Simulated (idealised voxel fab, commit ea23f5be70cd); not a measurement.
Module name: voxel self aligned contacts (process module)
Pictured: cross-section cut, 200 nm wide, on a grid of 5 nm square cells.
Heads up, the way a cross-section reads in here is a grid of square cells, handed over as bands from the top down, with every band being one or more rows of cells. Top height, bottom height, nm. Materials left to right, width each, nm. Single material + "edge to edge" = fills band edge to edge. "air" = empty. Ref level 0: as-received wafer is one material below here. Bottom band extends down with no lower bound ("from 0 down"). The notation "30->40" denotes a width that varies across the rows of cells in the band, beginning at the first number in the top row, finishing at the second number in the bottom row, and changing by an identical amount from each row to the next. Take "no modifications" at face value: in the step it is given for, the cross-section changed in none of its cells. What "Closed void entries" gives you is every empty space of 8 cells or more that is cut off from the top. Each appears as width x height at distance, with the distance taken from the left edge and width, height and distance all in nm. On a step's line, text after the settings is the simulator commenting on that step. overlay nm: how far to the right of its planned place the mask lay on this masked step (negative: to the left).

[These are the steps we planned for the process]
1 RECEIVE,material Si
2 CONFORMAL_DEP,material SiO2,thk nm 5
3 DIRECTIONAL_DEP,material polySi,thk nm 20
4 DIRECTIONAL_DEP,material SiN,thk nm 20
5 PATTERN,tone cover,mask id GATE,material resist,width nm 35,pitch nm 70,thk nm 20,overlay nm 0
6 DIRECTIONAL_ETCH,etch materials SiN,depth nm 20
7 DIRECTIONAL_ETCH,etch materials polySi,depth nm 20
8 STRIP,etch materials resist
9 CONFORMAL_DEP,material SiN,thk nm 5
10 DIRECTIONAL_ETCH,etch materials SiN,depth nm 5
11 FILL_DEP,material SiO2,thk nm 20
12 CMP,height nm 55
13 MASKED_ETCH,tone open,mask id CONTACT,width nm 55,etch materials SiO2,depth nm 55,overlay nm 0
14 CONFORMAL_DEP,material TiN,thk nm 5
15 FILL_DEP,material Ru,thk nm 5
16 CMP,height nm 55
17 CONFORMAL_DEP,material SiN,thk nm 5

[Cross-section of the incoming wafer, state after step 1]
> from 0 down = Si edge to edge
> Closed void entries: none

[Cross-sectional result after module completion. Note: starting condition and plan are unchanged from above; one processing mistake was made]
> from 60 to 55 = SiN edge to edge
> from 55 to 40 = SiO2 70; TiN 5; Ru 45; TiN 5; SiO2 75
> from 40 to 35 = SiO2 70; TiN 20; Ru 15; TiN 20; SiO2 75
> from 35 to 15 = SiO2 40; SiN 45; TiN 5; Ru 15; TiN 5; SiN 45; SiO2 45
> from 15 to 5 = SiO2 40; SiN 5; polySi 35; SiN 5; TiN 5; Ru 15; TiN 5; SiN 5; polySi 35; SiN 5; SiO2 45
> from 5 to 0 = SiO2 85; TiN 25; SiO2 90
> from 0 down = Si edge to edge
> Closed void entries: none
What was done differently from what was planned? step 3 was not run as planned; what actually ran was DIRECTIONAL_DEP,material polySi,thk nm 10
